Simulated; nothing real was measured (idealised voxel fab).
The following process module bears the name voxel self aligned vias.
The figure presents cross-section cut, which has a width of 275 nm and is divided into square cells with an edge length of 5 nm.
Format of a cross-section: grid, square cells. Given as bands. Order: top down. Band: one or more rows of cells.
The entry gives the band's vertical extent as a top height and a bottom height in nm, then its horizontal make-up as materials from left to right, each with a width in nm. "blank" stands for empty space; a single material marked "full width" fills the band edge to edge.
Ref level 0: as-received wafer is one material below here. Bottom band extends down with no lower bound ("top 0, no bottom").
So if you see something like "30..40" for the width, read it as the top row of the band sitting at the first number and the bottom row at the second, with every row in between moving by the same amount as the last.
"remained the same" -> step changed no cross-section cell.
Each empty space that has no open way to the top and spans at least 8 cells appears under "Closed void register" as width x height at distance, the distance counted from the left edge, all in nm.
What comes after the settings on a step's line is commentary from the simulator itself on that step.
What "overlay nm" on a step's line means: if the step has a mask, that mask lay this far to the right of its planned place, or, when the value is negative, to the left.
Note on reading: below, each pair holds a cross-section from before one process step and one from after it; the one from after shows only down to the lowest band that changed. Beneath the pair, the step in between is stated along with its settings. The pairs can stem from different runs of this module on the same starting wafer. Where a pair's entry headed "Pre-step" says so, and only there, that pair continues from the pair above it.

Pre-step
	top 0, no bottom = Si full width
	Closed void register: none

Post-Process View
	top 15, bottom 0 = SiO2 full width
	below 0: unchanged
	Closed void register: none
Transition step, before and after shown above: CONFORMAL_DEP | material SiO2 | thk nm 15

Pre-step: after-state, pair directly above.

Post-Process View
	top 20, bottom 15 = SiCN full width
	below 15: unchanged
	Closed void register: none
Transition step, before and after shown above: CONFORMAL_DEP | material SiCN | thk nm 5

Pre-step: after-state, pair directly above.

Post-Process View
	top 40, bottom 20 = SiO2 full width
	below 20: unchanged
	Closed void register: none
Transition step, before and after shown above: DIRECTIONAL_DEP | material SiO2 | thk nm 20

Pre-step: after-state, pair directly above.

Post-Process View
	top 55, bottom 40 = resist: 70 | blank: 20 | resist: 35 | blank: 20 | resist: 35 | blank: 20 | resist: 75
	below 40: unchanged
	Closed void register: none
Transition step, before and after shown above: PATTERN | tone open | mask id LINES | material resist | width nm 20 | pitch nm 55 | thk nm 15 | overlay nm 0

Pre-step: after-state, pair directly above.

Post-Process View
	top 55, bottom 40 = resist: 70 | blank: 20 | resist: 35 | blank: 20 | resist: 35 | blank: 20 | resist: 75
	top 40, bottom 20 = SiO2: 70 | blank: 20 | SiO2: 35 | blank: 20 | SiO2: 35 | blank: 20 | SiO2: 75
	below 20: unchanged
	Closed void register: none
Transition step, before and after shown above: DIRECTIONAL_ETCH | etch materials SiO2 | depth nm 20

Pre-step: after-state, pair directly above.

Post-Process View
	top 40, bottom 20 = SiO2: 70 | blank: 20 | SiO2: 35 | blank: 20 | SiO2: 35 | blank: 20 | SiO2: 75
	below 20: unchanged
	Closed void register: none
Transition step, before and after shown above: STRIP | etch materials resist

Pre-step: after-state, pair directly above.

Post-Process View
	top 45, bottom 40 = TiN: 75 | blank: 10 | TiN: 45 | blank: 10 | TiN: 45 | blank: 10 | TiN: 80
	top 40, bottom 25 = SiO2: 70 | TiN: 5 | blank: 10 | TiN: 5 | SiO2: 35 | TiN: 5 | blank: 10 | TiN: 5 | SiO2: 35 | TiN: 5 | blank: 10 | TiN: 5 | SiO2: 75
	top 25, bottom 20 = SiO2: 70 | TiN: 20 | SiO2: 35 | TiN: 20 | SiO2: 35 | TiN: 20 | SiO2: 75
	below 20: unchanged
	Closed void register: none
Transition step, before and after shown above: CONFORMAL_DEP | material TiN | thk nm 5

Pre-step: after-state, pair directly above.

Post-Process View
	top 50, bottom 45 = Ru full width
	top 45, bottom 40 = TiN: 75 | Ru: 10 | TiN: 45 | Ru: 10 | TiN: 45 | Ru: 10 | TiN: 80
	top 40, bottom 25 = SiO2: 70 | TiN: 5 | Ru: 10 | TiN: 5 | SiO2: 35 | TiN: 5 | Ru: 10 | TiN: 5 | SiO2: 35 | TiN: 5 | Ru: 10 | TiN: 5 | SiO2: 75
	below 25: unchanged
	Closed void register: none
Transition step, before and after shown above: FILL_DEP | material Ru | thk nm 5

Pre-step: after-state, pair directly above.

Post-Process View
	top 40, bottom 25 = SiO2: 70 | TiN: 5 | Ru: 10 | TiN: 5 | SiO2: 35 | TiN: 5 | Ru: 10 | TiN: 5 | SiO2: 35 | TiN: 5 | Ru: 10 | TiN: 5 | SiO2: 75
	below 25: unchanged
	Closed void register: none
Transition step, before and after shown above: CMP | height nm 40

Pre-step: after-state, pair directly above.

Post-Process View
	top 40, bottom 30 = SiO2: 70 | blank: 20 | SiO2: 35 | blank: 20 | SiO2: 35 | blank: 20 | SiO2: 75
	below 30: unchanged
	Closed void register: none
Transition step, before and after shown above: SELECTIVE_ETCH | etch materials W Ru TiN | depth nm 10

Pre-step: after-state, pair directly above.

Post-Process View
	top 45, bottom 40 = SiN full width
	top 40, bottom 30 = SiO2: 70 | SiN: 20 | SiO2: 35 | SiN: 20 | SiO2: 35 | SiN: 20 | SiO2: 75
	below 30: unchanged
	Closed void register: none
Transition step, before and after shown above: FILL_DEP | material SiN | thk nm 5

Pre-step: after-state, pair directly above.

Post-Process View
	top 40, bottom 30 = SiO2: 70 | SiN: 20 | SiO2: 35 | SiN: 20 | SiO2: 35 | SiN: 20 | SiO2: 75
	below 30: unchanged
	Closed void register: none
Transition step, before and after shown above: CMP | height nm 40

Pre-step: after-state, pair directly above.

Post-Process View
	top 55, bottom 40 = SiO2 full width
	below 40: unchanged
	Closed void register: none
Transition step, before and after shown above: DIRECTIONAL_DEP | material SiO2 | thk nm 15

Pre-step: after-state, pair directly above.

Post-Process View
	top 55, bottom 40 = SiO2: 65 | blank: 30 | SiO2: 25 | blank: 30 | SiO2: 25 | blank: 30 | SiO2: 70
	below 40: unchanged
	Closed void register: none
Transition step, before and after shown above: MASKED_ETCH | tone open | mask id VIAS | width nm 30 | pitch nm 55 | etch materials SiO2 | depth nm 15 | overlay nm 0

Pre-step: after-state, pair directly above.

Post-Process View
	top 55, bottom 40 = SiO2: 65 | blank: 30 | SiO2: 25 | blank: 30 | SiO2: 25 | blank: 30 | SiO2: 70
	top 40, bottom 30 = SiO2: 70 | blank: 20 | SiO2: 35 | blank: 20 | SiO2: 35 | blank: 20 | SiO2: 75
	below 30: unchanged
	Closed void register: none
Transition step, before and after shown above: MASKED_ETCH | tone open | mask id VIAS | width nm 30 | pitch nm 55 | etch materials SiN | depth nm 10 | overlay nm 0

Pre-step: after-state, pair directly above.

Post-Process View
	top 60, bottom 55 = TiN: 70 | blank: 20 | TiN: 35 | blank: 20 | TiN: 35 | blank: 20 | TiN: 75
	top 55, bottom 45 = SiO2: 65 | TiN: 5 | blank: 20 | TiN: 5 | SiO2: 25 | TiN: 5 | blank: 20 | TiN: 5 | SiO2: 25 | TiN: 5 | blank: 20 | TiN: 5 | SiO2: 70
	top 45, bottom 35 = SiO2: 65..70 | TiN: 10..5 | blank: 10 | TiN: 10..5 | SiO2: 25..35 | TiN: 10..5 | blank: 10 | TiN: 10..5 | SiO2: 25..35 | TiN: 10..5 | blank: 10 | TiN: 10..5 | SiO2: 70..75
	top 35, bottom 30 = SiO2: 70 | TiN: 20 | SiO2: 35 | TiN: 20 | SiO2: 35 | TiN: 20 | SiO2: 75
	below 30: unchanged
	Closed void register: none
Transition step, before and after shown above: CONFORMAL_DEP | material TiN | thk nm 5

Pre-step: after-state, pair directly above.

Post-Process View
	top 65, bottom 60 = W full width
	top 60, bottom 55 = TiN: 70 | W: 20 | TiN: 35 | W: 20 | TiN: 35 | W: 20 | TiN: 75
	top 55, bottom 45 = SiO2: 65 | TiN: 5 | W: 20 | TiN: 5 | SiO2: 25 | TiN: 5 | W: 20 | TiN: 5 | SiO2: 25 | TiN: 5 | W: 20 | TiN: 5 | SiO2: 70
	top 45, bottom 35 = SiO2: 65..70 | TiN: 10..5 | W: 10 | TiN: 10..5 | SiO2: 25..35 | TiN: 10..5 | W: 10 | TiN: 10..5 | SiO2: 25..35 | TiN: 10..5 | W: 10 | TiN: 10..5 | SiO2: 70..75
	below 35: unchanged
	Closed void register: none
Transition step, before and after shown above: FILL_DEP | material W | thk nm 5

Pre-step: after-state, pair directly above.

Post-Process View
	top 55, bottom 45 = SiO2: 65 | TiN: 5 | W: 20 | TiN: 5 | SiO2: 25 | TiN: 5 | W: 20 | TiN: 5 | SiO2: 25 | TiN: 5 | W: 20 | TiN: 5 | SiO2: 70
	below 45: unchanged
	Closed void register: none
Transition step, before and after shown above: CMP | height nm 55

Pre-step: after-state, pair directly above.

Post-Process View
	top 60, bottom 55 = SiCN full width
	below 55: unchanged
	Closed void register: none
Transition step, before and after shown above: CONFORMAL_DEP | material SiCN | thk nm 5

Pre-step
	top 15, bottom 0 = SiO2 full width
	top 0, no bottom = Si full width
	Closed void register: none

Post-Process View
	top 35, bottom 0 = SiO2 full width
	below 0: unchanged
	Closed void register: none
Transition step, before and after shown above: DIRECTIONAL_DEP | material SiO2 | thk nm 20

Pre-step: after-state, pair directly above.

Post-Process View
	top 50, bottom 35 = resist: 70 | blank: 20 | resist: 35 | blank: 20 | resist: 35 | blank: 20 | resist: 75
	below 35: unchanged
	Closed void register: none
Transition step, before and after shown above: PATTERN | tone open | mask id LINES | material resist | width nm 20 | pitch nm 55 | thk nm 15 | overlay nm 0

Pre-step: after-state, pair directly above.

Post-Process View
	top 50, bottom 35 = resist: 70 | blank: 20 | resist: 35 | blank: 20 | resist: 35 | blank: 20 | resist: 75
	top 35, bottom 15 = SiO2: 70 | blank: 20 | SiO2: 35 | blank: 20 | SiO2: 35 | blank: 20 | SiO2: 75
	below 15: unchanged
	Closed void register: none
Transition step, before and after shown above: DIRECTIONAL_ETCH | etch materials SiO2 | depth nm 20

Pre-step: after-state, pair directly above.

Post-Process View
	top 35, bottom 15 = SiO2: 70 | blank: 20 | SiO2: 35 | blank: 20 | SiO2: 35 | blank: 20 | SiO2: 75
	below 15: unchanged
	Closed void register: none
Transition step, before and after shown above: STRIP | etch materials resist

Pre-step: after-state, pair directly above.

Post-Process View
	top 40, bottom 35 = TiN: 75 | blank: 10 | TiN: 45 | blank: 10 | TiN: 45 | blank: 10 | TiN: 80
	top 35, bottom 20 = SiO2: 70 | TiN: 5 | blank: 10 | TiN: 5 | SiO2: 35 | TiN: 5 | blank: 10 | TiN: 5 | SiO2: 35 | TiN: 5 | blank: 10 | TiN: 5 | SiO2: 75
	top 20, bottom 15 = SiO2: 70 | TiN: 20 | SiO2: 35 | TiN: 20 | SiO2: 35 | TiN: 20 | SiO2: 75
	below 15: unchanged
	Closed void register: none
Transition step, before and after shown above: CONFORMAL_DEP | material TiN | thk nm 5

Pre-step: after-state, pair directly above.

Post-Process View
	top 45, bottom 40 = Ru full width
	top 40, bottom 35 = TiN: 75 | Ru: 10 | TiN: 45 | Ru: 10 | TiN: 45 | Ru: 10 | TiN: 80
	top 35, bottom 20 = SiO2: 70 | TiN: 5 | Ru: 10 | TiN: 5 | SiO2: 35 | TiN: 5 | Ru: 10 | TiN: 5 | SiO2: 35 | TiN: 5 | Ru: 10 | TiN: 5 | SiO2: 75
	below 20: unchanged
	Closed void register: none
Transition step, before and after shown above: FILL_DEP | material Ru | thk nm 5

Pre-step: after-state, pair directly above.

Post-Process View
	top 40, bottom 35 = TiN: 75 | Ru: 10 | TiN: 45 | Ru: 10 | TiN: 45 | Ru: 10 | TiN: 80
	below 35: unchanged
	Closed void register: none
Transition step, before and after shown above: CMP | height nm 40

Pre-step: after-state, pair directly above.

Post-Process View
	top 35, bottom 30 = SiO2: 70 | blank: 20 | SiO2: 35 | blank: 20 | SiO2: 35 | blank: 20 | SiO2: 75
	below 30: unchanged
	Closed void register: none
Transition step, before and after shown above: SELECTIVE_ETCH | etch materials W Ru TiN | depth nm 10

Pre-step: after-state, pair directly above.

Post-Process View
	top 40, bottom 35 = SiN full width
	top 35, bottom 30 = SiO2: 70 | SiN: 20 | SiO2: 35 | SiN: 20 | SiO2: 35 | SiN: 20 | SiO2: 75
	below 30: unchanged
	Closed void register: none
Transition step, before and after shown above: FILL_DEP | material SiN | thk nm 5

Pre-step: after-state, pair directly above.

Post-Process View
	top 55, bottom 40 = SiO2 full width
	below 40: unchanged
	Closed void register: none
Transition step, before and after shown above: DIRECTIONAL_DEP | material SiO2 | thk nm 15

Pre-step: after-state, pair directly above.

Post-Process View
	top 55, bottom 40 = SiO2: 65 | blank: 30 | SiO2: 25 | blank: 30 | SiO2: 25 | blank: 30 | SiO2: 70
	below 40: unchanged
	Closed void register: none
Transition step, before and after shown above: MASKED_ETCH | tone open | mask id VIAS | width nm 30 | pitch nm 55 | etch materials SiO2 | depth nm 15 | overlay nm 0

Pre-step: after-state, pair directly above.

Post-Process View
	top 55, bottom 40 = SiO2: 65 | blank: 30 | SiO2: 25 | blank: 30 | SiO2: 25 | blank: 30 | SiO2: 70
	top 40, bottom 35 = SiN: 65 | blank: 30 | SiN: 25 | blank: 30 | SiN: 25 | blank: 30 | SiN: 70
	top 35, bottom 30 = SiO2: 70 | blank: 20 | SiO2: 35 | blank: 20 | SiO2: 35 | blank: 20 | SiO2: 75
	below 30: unchanged
	Closed void register: none
Transition step, before and after shown above: MASKED_ETCH | tone open | mask id VIAS | width nm 30 | pitch nm 55 | etch materials SiN | depth nm 10 | overlay nm 0

Pre-step: after-state, pair directly above.

Post-Process View
	top 60, bottom 55 = TiN: 70 | blank: 20 | TiN: 35 | blank: 20 | TiN: 35 | blank: 20 | TiN: 75
	top 55, bottom 40 = SiO2: 65 | TiN: 5 | blank: 20 | TiN: 5 | SiO2: 25 | TiN: 5 | blank: 20 | TiN: 5 | SiO2: 25 | TiN: 5 | blank: 20 | TiN: 5 | SiO2: 70
	top 40, bottom 35 = SiN: 65 | TiN: 10 | blank: 10 | TiN: 10 | SiN: 25 | TiN: 10 | blank: 10 | TiN: 10 | SiN: 25 | TiN: 10 | blank: 10 | TiN: 10 | SiN: 70
	top 35, bottom 30 = SiO2: 70 | TiN: 20 | SiO2: 35 | TiN: 20 | SiO2: 35 | TiN: 20 | SiO2: 75
	below 30: unchanged
	Closed void register: none
Transition step, before and after shown above: CONFORMAL_DEP | material TiN | thk nm 5

Pre-step: after-state, pair directly above.

Post-Process View
	top 65, bottom 60 = W full width
	top 60, bottom 55 = TiN: 70 | W: 20 | TiN: 35 | W: 20 | TiN: 35 | W: 20 | TiN: 75
	top 55, bottom 40 = SiO2: 65 | TiN: 5 | W: 20 | TiN: 5 | SiO2: 25 | TiN: 5 | W: 20 | TiN: 5 | SiO2: 25 | TiN: 5 | W: 20 | TiN: 5 | SiO2: 70
	top 40, bottom 35 = SiN: 65 | TiN: 10 | W: 10 | TiN: 10 | SiN: 25 | TiN: 10 | W: 10 | TiN: 10 | SiN: 25 | TiN: 10 | W: 10 | TiN: 10 | SiN: 70
	below 35: unchanged
	Closed void register: none
Transition step, before and after shown above: FILL_DEP | material W | thk nm 5

Pre-step: after-state, pair directly above.

Post-Process View
	top 55, bottom 40 = SiO2: 65 | TiN: 5 | W: 20 | TiN: 5 | SiO2: 25 | TiN: 5 | W: 20 | TiN: 5 | SiO2: 25 | TiN: 5 | W: 20 | TiN: 5 | SiO2: 70
	below 40: unchanged
	Closed void register: none
Transition step, before and after shown above: CMP | height nm 55

Pre-step: after-state, pair directly above.

Post-Process View
	top 60, bottom 55 = SiCN full width
	below 55: unchanged
	Closed void register: none
Transition step, before and after shown above: CONFORMAL_DEP | material SiCN | thk nm 5

Pre-step
	top 55, bottom 40 = SiO2: 65 | blank: 30 | SiO2: 25 | blank: 30 | SiO2: 25 | blank: 30 | SiO2: 70
	top 40, bottom 30 = SiO2: 70 | SiN: 20 | SiO2: 35 | SiN: 20 | SiO2: 35 | SiN: 20 | SiO2: 75
	top 30, bottom 25 = SiO2: 70 | TiN: 5 | Ru: 10 | TiN: 5 | SiO2: 35 | TiN: 5 | Ru: 10 | TiN: 5 | SiO2: 35 | TiN: 5 | Ru: 10 | TiN: 5 | SiO2: 75
	top 25, bottom 20 = SiO2: 70 | TiN: 20 | SiO2: 35 | TiN: 20 | SiO2: 35 | TiN: 20 | SiO2: 75
	top 20, bottom 15 = SiCN full width
	top 15, bottom 0 = SiO2 full width
	top 0, no bottom = Si full width
	Closed void register: none

Post-Process View
	top 55, bottom 40 = SiO2: 65 | blank: 30 | SiO2: 25 | blank: 30 | SiO2: 25 | blank: 30 | SiO2: 70
	top 40, bottom 30 = SiO2: 65 | blank: 5 | SiN: 20 | blank: 5 | SiO2: 25 | blank: 5 | SiN: 20 | blank: 5 | SiO2: 25 | blank: 5 | SiN: 20 | blank: 5 | SiO2: 70
	top 30, bottom 25 = SiO2: 65 | blank: 5 | TiN: 5 | Ru: 10 | TiN: 5 | blank: 5 | SiO2: 25 | blank: 5 | TiN: 5 | Ru: 10 | TiN: 5 | blank: 5 | SiO2: 25 | blank: 5 | TiN: 5 | Ru: 10 | TiN: 5 | blank: 5 | SiO2: 70
	below 25: unchanged
	Closed void register: none
Transition step, before and after shown above: MASKED_ETCH | tone open | mask id VIAS | width nm 30 | pitch nm 55 | etch materials SiO2 | depth nm 15 | overlay nm 0

Pre-step: after-state, pair directly above.

Post-Process View
	top 55, bottom 30 = SiO2: 65 | blank: 30 | SiO2: 25 | blank: 30 | SiO2: 25 | blank: 30 | SiO2: 70
	below 30: unchanged
	Closed void register: none
Transition step, before and after shown above: MASKED_ETCH | tone open | mask id VIAS | width nm 30 | pitch nm 55 | etch materials SiN | depth nm 10 | overlay nm 0

Pre-step: after-state, pair directly above.

Post-Process View
	top 60, bottom 55 = TiN: 70 | blank: 20 | TiN: 35 | blank: 20 | TiN: 35 | blank: 20 | TiN: 75
	top 55, bottom 35 = SiO2: 65 | TiN: 5 | blank: 20 | TiN: 5 | SiO2: 25 | TiN: 5 | blank: 20 | TiN: 5 | SiO2: 25 | TiN: 5 | blank: 20 | TiN: 5 | SiO2: 70
	top 35, bottom 30 = SiO2: 65 | TiN: 30 | SiO2: 25 | TiN: 30 | SiO2: 25 | TiN: 30 | SiO2: 70
	top 30, bottom 25 = SiO2: 65 | TiN: 10 | Ru: 10 | TiN: 10 | SiO2: 25 | TiN: 10 | Ru: 10 | TiN: 10 | SiO2: 25 | TiN: 10 | Ru: 10 | TiN: 10 | SiO2: 70
	below 25: unchanged
	Closed void register: none
Transition step, before and after shown above: CONFORMAL_DEP | material TiN | thk nm 5

Pre-step: after-state, pair directly above.

Post-Process View
	top 65, bottom 60 = W full width
	top 60, bottom 55 = TiN: 70 | W: 20 | TiN: 35 | W: 20 | TiN: 35 | W: 20 | TiN: 75
	top 55, bottom 35 = SiO2: 65 | TiN: 5 | W: 20 | TiN: 5 | SiO2: 25 | TiN: 5 | W: 20 | TiN: 5 | SiO2: 25 | TiN: 5 | W: 20 | TiN: 5 | SiO2: 70
	below 35: unchanged
	Closed void register: none
Transition step, before and after shown above: FILL_DEP | material W | thk nm 5

Pre-step: after-state, pair directly above.

Post-Process View
	top 55, bottom 35 = SiO2: 65 | TiN: 5 | W: 20 | TiN: 5 | SiO2: 25 | TiN: 5 | W: 20 | TiN: 5 | SiO2: 25 | TiN: 5 | W: 20 | TiN: 5 | SiO2: 70
	below 35: unchanged
	Closed void register: none
Transition step, before and after shown above: CMP | height nm 55

Pre-step: after-state, pair directly above.

Post-Process View
	top 60, bottom 55 = SiCN full width
	below 55: unchanged
	Closed void register: none
Transition step, before and after shown above: CONFORMAL_DEP | material SiCN | thk nm 5

Pre-step
	top 0, no bottom = Si full width
	Closed void register: none

Post-Process View
	top 5, bottom 0 = SiCN full width
	below 0: unchanged
	Closed void register: none
Transition step, before and after shown above: CONFORMAL_DEP | material SiCN | thk nm 5

Pre-step: after-state, pair directly above.

Post-Process View
	top 20, bottom 5 = SiO2 full width
	below 5: unchanged
	Closed void register: none
Transition step, before and after shown above: CONFORMAL_DEP | material SiO2 | thk nm 15

Pre-step: after-state, pair directly above.

Post-Process View
	top 40, bottom 5 = SiO2 full width
	below 5: unchanged
	Closed void register: none
Transition step, before and after shown above: DIRECTIONAL_DEP | material SiO2 | thk nm 20

Pre-step: after-state, pair directly above.

Post-Process View
	top 55, bottom 40 = resist: 70 | blank: 20 | resist: 35 | blank: 20 | resist: 35 | blank: 20 | resist: 75
	below 40: unchanged
	Closed void register: none
Transition step, before and after shown above: PATTERN | tone open | mask id LINES | material resist | width nm 20 | pitch nm 55 | thk nm 15 | overlay nm 0

Pre-step: after-state, pair directly above.

Post-Process View
	top 55, bottom 40 = resist: 70 | blank: 20 | resist: 35 | blank: 20 | resist: 35 | blank: 20 | resist: 75
	top 40, bottom 20 = SiO2: 70 | blank: 20 | SiO2: 35 | blank: 20 | SiO2: 35 | blank: 20 | SiO2: 75
	below 20: unchanged
	Closed void register: none
Transition step, before and after shown above: DIRECTIONAL_ETCH | etch materials SiO2 | depth nm 20

Pre-step: after-state, pair directly above.

Post-Process View
	top 40, bottom 20 = SiO2: 70 | blank: 20 | SiO2: 35 | blank: 20 | SiO2: 35 | blank: 20 | SiO2: 75
	below 20: unchanged
	Closed void register: none
Transition step, before and after shown above: STRIP | etch materials resist

Pre-step: after-state, pair directly above.

Post-Process View
	top 45, bottom 40 = TiN: 75 | blank: 10 | TiN: 45 | blank: 10 | TiN: 45 | blank: 10 | TiN: 80
	top 40, bottom 25 = SiO2: 70 | TiN: 5 | blank: 10 | TiN: 5 | SiO2: 35 | TiN: 5 | blank: 10 | TiN: 5 | SiO2: 35 | TiN: 5 | blank: 10 | TiN: 5 | SiO2: 75
	top 25, bottom 20 = SiO2: 70 | TiN: 20 | SiO2: 35 | TiN: 20 | SiO2: 35 | TiN: 20 | SiO2: 75
	below 20: unchanged
	Closed void register: none
Transition step, before and after shown above: CONFORMAL_DEP | material TiN | thk nm 5

Pre-step: after-state, pair directly above.

Post-Process View
	top 50, bottom 45 = Ru full width
	top 45, bottom 40 = TiN: 75 | Ru: 10 | TiN: 45 | Ru: 10 | TiN: 45 | Ru: 10 | TiN: 80
	top 40, bottom 25 = SiO2: 70 | TiN: 5 | Ru: 10 | TiN: 5 | SiO2: 35 | TiN: 5 | Ru: 10 | TiN: 5 | SiO2: 35 | TiN: 5 | Ru: 10 | TiN: 5 | SiO2: 75
	below 25: unchanged
	Closed void register: none
Transition step, before and after shown above: FILL_DEP | material Ru | thk nm 5

Pre-step: after-state, pair directly above.

Post-Process View
	top 40, bottom 25 = SiO2: 70 | TiN: 5 | Ru: 10 | TiN: 5 | SiO2: 35 | TiN: 5 | Ru: 10 | TiN: 5 | SiO2: 35 | TiN: 5 | Ru: 10 | TiN: 5 | SiO2: 75
	below 25: unchanged
	Closed void register: none
Transition step, before and after shown above: CMP | height nm 40

Pre-step: after-state, pair directly above.

Post-Process View
	top 40, bottom 30 = SiO2: 70 | blank: 20 | SiO2: 35 | blank: 20 | SiO2: 35 | blank: 20 | SiO2: 75
	below 30: unchanged
	Closed void register: none
Transition step, before and after shown above: SELECTIVE_ETCH | etch materials W Ru TiN | depth nm 10

Pre-step: after-state, pair directly above.

Post-Process View
	top 45, bottom 40 = SiN full width
	top 40, bottom 30 = SiO2: 70 | SiN: 20 | SiO2: 35 | SiN: 20 | SiO2: 35 | SiN: 20 | SiO2: 75
	below 30: unchanged
	Closed void register: none
Transition step, before and after shown above: FILL_DEP | material SiN | thk nm 5

Pre-step: after-state, pair directly above.

Post-Process View
	top 40, bottom 30 = SiO2: 70 | SiN: 20 | SiO2: 35 | SiN: 20 | SiO2: 35 | SiN: 20 | SiO2: 75
	below 30: unchanged
	Closed void register: none
Transition step, before and after shown above: CMP | height nm 40

Pre-step: after-state, pair directly above.

Post-Process View
	top 55, bottom 40 = SiO2 full width
	below 40: unchanged
	Closed void register: none
Transition step, before and after shown above: DIRECTIONAL_DEP | material SiO2 | thk nm 15

Pre-step: after-state, pair directly above.

Post-Process View
	top 55, bottom 40 = SiO2: 65 | blank: 30 | SiO2: 25 | blank: 30 | SiO2: 25 | blank: 30 | SiO2: 70
	below 40: unchanged
	Closed void register: none
Transition step, before and after shown above: MASKED_ETCH | tone open | mask id VIAS | width nm 30 | pitch nm 55 | etch materials SiO2 | depth nm 15 | overlay nm 0

Pre-step: after-state, pair directly above.

Post-Process View
	top 55, bottom 40 = SiO2: 65 | blank: 30 | SiO2: 25 | blank: 30 | SiO2: 25 | blank: 30 | SiO2: 70
	top 40, bottom 30 = SiO2: 70 | blank: 20 | SiO2: 35 | blank: 20 | SiO2: 35 | blank: 20 | SiO2: 75
	below 30: unchanged
	Closed void register: none
Transition step, before and after shown above: MASKED_ETCH | tone open | mask id VIAS | width nm 30 | pitch nm 55 | etch materials SiN | depth nm 10 | overlay nm 0

Pre-step: after-state, pair directly above.

Post-Process View
	top 60, bottom 55 = TiN: 70 | blank: 20 | TiN: 35 | blank: 20 | TiN: 35 | blank: 20 | TiN: 75
	top 55, bottom 45 = SiO2: 65 | TiN: 5 | blank: 20 | TiN: 5 | SiO2: 25 | TiN: 5 | blank: 20 | TiN: 5 | SiO2: 25 | TiN: 5 | blank: 20 | TiN: 5 | SiO2: 70
	top 45, bottom 35 = SiO2: 65..70 | TiN: 10..5 | blank: 10 | TiN: 10..5 | SiO2: 25..35 | TiN: 10..5 | blank: 10 | TiN: 10..5 | SiO2: 25..35 | TiN: 10..5 | blank: 10 | TiN: 10..5 | SiO2: 70..75
	top 35, bottom 30 = SiO2: 70 | TiN: 20 | SiO2: 35 | TiN: 20 | SiO2: 35 | TiN: 20 | SiO2: 75
	below 30: unchanged
	Closed void register: none
Transition step, before and after shown above: CONFORMAL_DEP | material TiN | thk nm 5

Pre-step: after-state, pair directly above.

Post-Process View
	top 65, bottom 60 = W full width
	top 60, bottom 55 = TiN: 70 | W: 20 | TiN: 35 | W: 20 | TiN: 35 | W: 20 | TiN: 75
	top 55, bottom 45 = SiO2: 65 | TiN: 5 | W: 20 | TiN: 5 | SiO2: 25 | TiN: 5 | W: 20 | TiN: 5 | SiO2: 25 | TiN: 5 | W: 20 | TiN: 5 | SiO2: 70
	top 45, bottom 35 = SiO2: 65..70 | TiN: 10..5 | W: 10 | TiN: 10..5 | SiO2: 25..35 | TiN: 10..5 | W: 10 | TiN: 10..5 | SiO2: 25..35 | TiN: 10..5 | W: 10 | TiN: 10..5 | SiO2: 70..75
	below 35: unchanged
	Closed void register: none
Transition step, before and after shown above: FILL_DEP | material W | thk nm 5

Pre-step: after-state, pair directly above.

Post-Process View
	top 55, bottom 45 = SiO2: 65 | TiN: 5 | W: 20 | TiN: 5 | SiO2: 25 | TiN: 5 | W: 20 | TiN: 5 | SiO2: 25 | TiN: 5 | W: 20 | TiN: 5 | SiO2: 70
	below 45: unchanged
	Closed void register: none
Transition step, before and after shown above: CMP | height nm 55

Pre-step: after-state, pair directly above.

Post-Process View
	top 60, bottom 55 = SiCN full width
	below 55: unchanged
	Closed void register: none
Transition step, before and after shown above: CONFORMAL_DEP | material SiCN | thk nm 5

Pre-step
	top 15, bottom 0 = SiO2 full width
	top 0, no bottom = Si full width
	Closed void register: none

Post-Process View
	top 30, bottom 15 = SiCN full width
	below 15: unchanged
	Closed void register: none
Transition step, before and after shown above: CONFORMAL_DEP | material SiCN | thk nm 15

Pre-step: after-state, pair directly above.

Post-Process View
	top 50, bottom 30 = SiO2 full width
	below 30: unchanged
	Closed void register: none
Transition step, before and after shown above: DIRECTIONAL_DEP | material SiO2 | thk nm 20

Pre-step: after-state, pair directly above.

Post-Process View
	top 65, bottom 50 = resist: 70 | blank: 20 | resist: 35 | blank: 20 | resist: 35 | blank: 20 | resist: 75
	below 50: unchanged
	Closed void register: none
Transition step, before and after shown above: PATTERN | tone open | mask id LINES | material resist | width nm 20 | pitch nm 55 | thk nm 15 | overlay nm 0

Pre-step: after-state, pair directly above.

Post-Process View
	top 65, bottom 50 = resist: 70 | blank: 20 | resist: 35 | blank: 20 | resist: 35 | blank: 20 | resist: 75
	top 50, bottom 30 = SiO2: 70 | blank: 20 | SiO2: 35 | blank: 20 | SiO2: 35 | blank: 20 | SiO2: 75
	below 30: unchanged
	Closed void register: none
Transition step, before and after shown above: DIRECTIONAL_ETCH | etch materials SiO2 | depth nm 20

Pre-step: after-state, pair directly above.

Post-Process View
	top 50, bottom 30 = SiO2: 70 | blank: 20 | SiO2: 35 | blank: 20 | SiO2: 35 | blank: 20 | SiO2: 75
	below 30: unchanged
	Closed void register: none
Transition step, before and after shown above: STRIP | etch materials resist

Pre-step: after-state, pair directly above.

Post-Process View
	top 55, bottom 50 = TiN: 75 | blank: 10 | TiN: 45 | blank: 10 | TiN: 45 | blank: 10 | TiN: 80
	top 50, bottom 35 = SiO2: 70 | TiN: 5 | blank: 10 | TiN: 5 | SiO2: 35 | TiN: 5 | blank: 10 | TiN: 5 | SiO2: 35 | TiN: 5 | blank: 10 | TiN: 5 | SiO2: 75
	top 35, bottom 30 = SiO2: 70 | TiN: 20 | SiO2: 35 | TiN: 20 | SiO2: 35 | TiN: 20 | SiO2: 75
	below 30: unchanged
	Closed void register: none
Transition step, before and after shown above: CONFORMAL_DEP | material TiN | thk nm 5

Pre-step: after-state, pair directly above.

Post-Process View
	top 60, bottom 55 = Ru full width
	top 55, bottom 50 = TiN: 75 | Ru: 10 | TiN: 45 | Ru: 10 | TiN: 45 | Ru: 10 | TiN: 80
	top 50, bottom 35 = SiO2: 70 | TiN: 5 | Ru: 10 | TiN: 5 | SiO2: 35 | TiN: 5 | Ru: 10 | TiN: 5 | SiO2: 35 | TiN: 5 | Ru: 10 | TiN: 5 | SiO2: 75
	below 35: unchanged
	Closed void register: none
Transition step, before and after shown above: FILL_DEP | material Ru | thk nm 5

Pre-step: after-state, pair directly above.

Post-Process View
	top 40, bottom 35 = SiO2: 70 | TiN: 5 | Ru: 10 | TiN: 5 | SiO2: 35 | TiN: 5 | Ru: 10 | TiN: 5 | SiO2: 35 | TiN: 5 | Ru: 10 | TiN: 5 | SiO2: 75
	below 35: unchanged
	Closed void register: none
Transition step, before and after shown above: CMP | height nm 40
